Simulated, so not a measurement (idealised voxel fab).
This section sets out a process module, namely voxel transistor to metal.
The width of the displayed cross-section, cut, is 215 nm; its cells are square, with a size of 5 nm.
For the purposes of this document, a cross-section shall be understood as a grid of square cells, specified as bands listed in top-to-bottom order, each band consisting of one or more rows of cells. Per band: top height and bottom height in nm, followed by the left-to-right materials and their widths in nm; "full width" marks a single material spanning edge to edge, "air" marks empty space. For the purposes of this specification, 0 denotes the height below which the wafer in its as-received condition is composed wholly of one material, and the lowermost band, lacking a lower limit, extends downward without end, as expressed in "0 -> down". Width spec "30->40" -> top row of cells at first value, bottom row at second value, equal per-row change in between. Key: "nothing was modified" - step with no changed cell in the cross-section. For the entry "Sealed void listing", the listed items are empty spaces with no open way to the top whose size is 8 cells or more; each item follows the pattern width x height at distance, where distance is from the left edge and all three are in nm. after a step's settings: what the simulator itself notes on the step. overlay nm, on a step with a mask: how far to the right of its planned place the mask lay; to the left if negative.

### Intended process steps
1. RECEIVE: material Si
2. CONFORMAL_DEP: material SiO2, thk nm 5
3. CONFORMAL_DEP: material SiN, thk nm 10
4. MASKED_ETCH: tone cover, mask id ACTIVE, width nm 105, etch materials SiN, depth nm 10, overlay nm 0
5. MASKED_ETCH: tone cover, mask id ACTIVE, width nm 105, etch materials SiO2, depth nm 5, overlay nm 0
6. MASKED_ETCH: tone cover, mask id ACTIVE, width nm 105, etch materials Si, depth nm 20, overlay nm 0
7. FILL_DEP: material SiO2, thk nm 10
8. CMP: height nm 15
9. SELECTIVE_ETCH: etch materials SiO2, depth nm 10
10. STRIP: etch materials SiN
11. SELECTIVE_ETCH: etch materials SiO2, depth nm 5
12. OXIDIZE: depth nm 5
13. DIRECTIONAL_DEP: material polySi, thk nm 30
14. DIRECTIONAL_DEP: material SiCN, thk nm 10
15. PATTERN: tone cover, mask id GATE, material resist, width nm 25, thk nm 20, overlay nm 0
16. DIRECTIONAL_ETCH: etch materials SiCN, depth nm 20
17. DIRECTIONAL_ETCH: etch materials polySi, depth nm 40
18. STRIP: etch materials resist
19. CONFORMAL_DEP: material SiN, thk nm 5
20. DIRECTIONAL_ETCH: etch materials SiN, depth nm 5
21. DIRECTIONAL_ETCH: etch materials SiO2, depth nm 5
22. EPI: material pSi, thk nm 5
23. FILL_DEP: material SiO2, thk nm 10
24. CMP: height nm 30
25. STRIP: etch materials polySi
26. SELECTIVE_ETCH: etch materials SiO2, depth nm 5
27. CONFORMAL_DEP: material HfO2, thk nm 5
28. CONFORMAL_DEP: material TiN, thk nm 5
29. FILL_DEP: material W, thk nm 5
30. CMP: height nm 25
31. DIRECTIONAL_DEP: material SiO2, thk nm 15
32. PATTERN: tone open, mask id CONTACT, material resist, width nm 15, pitch nm 70, thk nm 15, overlay nm 0
33. DIRECTIONAL_ETCH: etch materials SiO2, depth nm 40
34. STRIP: etch materials resist
35. CONFORMAL_DEP: material TiN, thk nm 5
36. FILL_DEP: material Ru, thk nm 5
37. CMP: height nm 40
38. DIRECTIONAL_DEP: material TiN, thk nm 5
39. DIRECTIONAL_DEP: material W, thk nm 15
40. DIRECTIONAL_DEP: material aC, thk nm 15
41. PATTERN: tone cover, mask id METAL_1, material resist, width nm 15, pitch nm 70, thk nm 35, overlay nm 0
42. DIRECTIONAL_ETCH: etch materials aC, depth nm 15
43. STRIP: etch materials resist
44. DIRECTIONAL_ETCH: etch materials W, depth nm 15
45. DIRECTIONAL_ETCH: etch materials TiN, depth nm 5
46. STRIP: etch materials aC
47. CONFORMAL_DEP: material SiCN, thk nm 5
48. FILL_DEP: material lowk, thk nm 5
49. CMP: height nm 60
50. CONFORMAL_DEP: material SiN, thk nm 5

### Step 1 complete: cross-section of the wafer as received
- 0 -> down | Si full width
- Sealed void listing: none

### What the wafer looks like in cross-section after this module, when it starts as shown above and follows the plan above but one mistake is made in running it
- 65 -> 60 | SiN full width
- 60 -> 45 | 60 nm lowk; 5 nm SiCN; 15 nm W; 5 nm SiCN; 45 nm lowk; 5 nm SiCN; 15 nm W; 5 nm SiCN; 60 nm lowk
- 45 -> 40 | 65 nm SiCN; 15 nm TiN; 55 nm SiCN; 15 nm TiN; 65 nm SiCN
- 40 -> 25 | 65 nm SiO2; 5 nm TiN; 5 nm Ru; 5 nm TiN; 55 nm SiO2; 5 nm TiN; 5 nm Ru; 5 nm TiN; 65 nm SiO2
- 25 -> 5 | 65 nm SiO2; 5 nm TiN; 5 nm Ru; 5 nm TiN; 10 nm SiO2; 5 nm SiN; 5 nm Ru; 5 nm TiN; 5 nm W; 5 nm TiN; 5 nm Ru; 5 nm SiN; 10 nm SiO2; 5 nm TiN; 5 nm Ru; 5 nm TiN; 65 nm SiO2
- 5 -> 0 | 65 nm SiO2; 15 nm TiN; 10 nm SiO2; 5 nm SiN; 5 nm Ru; 15 nm TiN; 5 nm Ru; 5 nm SiN; 10 nm SiO2; 15 nm TiN; 65 nm SiO2
- 0 -> -5 | 50 nm SiO2; 40 nm pSi; 35 nm Ru; 40 nm pSi; 50 nm SiO2
- -5 -> -20 | 55 nm SiO2; 105 nm Si; 55 nm SiO2
- -20 -> down | Si full width
- Sealed void listing: none
Run error: planned and actual differ for step 27; actual: CONFORMAL_DEP: material Ru, thk nm 5
